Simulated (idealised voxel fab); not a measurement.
This is a process module. Its name is voxel gate over fins.
We display cut, a cross-section 265 nm in width whose square cells are each 5 nm.
The cross-sections in this document take the form of a grid made of square cells. They are written out as bands, in order from top to bottom. Each band consists of one or more rows of cells.
Heads up on the band format: heights come first, top then bottom, in nm. After that it's the materials left to right, each with its width in nm. A single material flagged "edge to edge" fills the whole band edge to edge, and "air" means there's empty space there.
All heights in this document are referenced to 0, defined as the level beneath which the wafer, as received, consists entirely of one material. The lowest band is not bounded below; it extends indefinitely downward and is written in the form "0..down".
Think of "30 to 40" as a width that walks from the first number to the second as you go down the band, top row to bottom row, taking equal-sized steps from row to row.
The cross-section has no changed cell in any step marked "nothing changed".
Empty spaces counting at least 8 cells and having no open way to the top are listed in "Enclosed internal cavities". The notation width x height at distance is used for each, the distance being from the left edge and all three values in nm.
Post-settings text on a step line: simulator's own remark regarding the step.
The "overlay nm" setting may appear on a step's line; for a step that uses a mask, it gives how far to the right of its planned position the mask lay, and a negative value indicates the left.

Process steps (planned)
1 RECEIVE: material Si
2 CONFORMAL_DEP: material SiN, thk nm 10
3 MASKED_ETCH: tone cover, mask id FINS, width nm 15, pitch nm 60, etch materials SiN, depth nm 10, overlay nm 0
4 MASKED_ETCH: tone cover, mask id FINS, width nm 15, pitch nm 60, etch materials Si, depth nm 40, overlay nm 0
5 OXIDIZE: depth nm 5
6 FILL_DEP: material SiO2, thk nm 5
7 CMP: height nm 10
8 MASKED_ETCH: tone open, mask id RAIL, width nm 15, etch materials SiO2, depth nm 45, overlay nm 0
9 CONFORMAL_DEP: material TiN, thk nm 5
10 FILL_DEP: material Ru, thk nm 10
11 CMP: height nm 10
12 SELECTIVE_ETCH: etch materials W Ru TiN, depth nm 30
13 FILL_DEP: material SiO2, thk nm 5
14 CMP: height nm 10
15 SELECTIVE_ETCH: etch materials SiO2, depth nm 20
16 STRIP: etch materials SiN
17 CONFORMAL_DEP: material HfO2, thk nm 5
18 CONFORMAL_DEP: material TiN, thk nm 5
19 CONFORMAL_DEP: material TiAl, thk nm 5
20 CONFORMAL_DEP: material TiN, thk nm 5
21 FILL_DEP: material W, thk nm 10
22 CMP: height nm 25
23 CONFORMAL_DEP: material SiCN, thk nm 10

As received, after step 1
    0..down = Si edge to edge
    Enclosed internal cavities: none

This is how the wafer looks in cross-section once the module is done, given the starting state and plan above and one mistake in carrying the plan out
    35..25 = SiCN edge to edge
    25..20 = W edge to edge
    20..15 = TiN edge to edge
    15..10 = TiAl edge to edge
    10..5 = 40 of TiN, then 5 of TiAl, then 55 of TiN, then 5 of TiAl, then 55 of TiN, then 5 of TiAl, then 55 of TiN, then 5 of TiAl, then 40 of TiN
    5..0 = 35 of HfO2, then 15 of TiN, then 45 of HfO2, then 15 of TiN, then 45 of HfO2, then 15 of TiN, then 45 of HfO2, then 15 of TiN, then 35 of HfO2
    0..-5 = 30 of Si, then 25 of HfO2, then 35 of Si, then 25 of HfO2, then 35 of Si, then 25 of HfO2, then 35 of Si, then 25 of HfO2, then 30 of Si
    -5..down = Si edge to edge
    Enclosed internal cavities: none
The plan and the run diverged here: off-plan run, step 3, actual operation and settings MASKED_ETCH: tone open, mask id FINS, width nm 15, pitch nm 60, etch materials SiN, depth nm 10, overlay nm 0
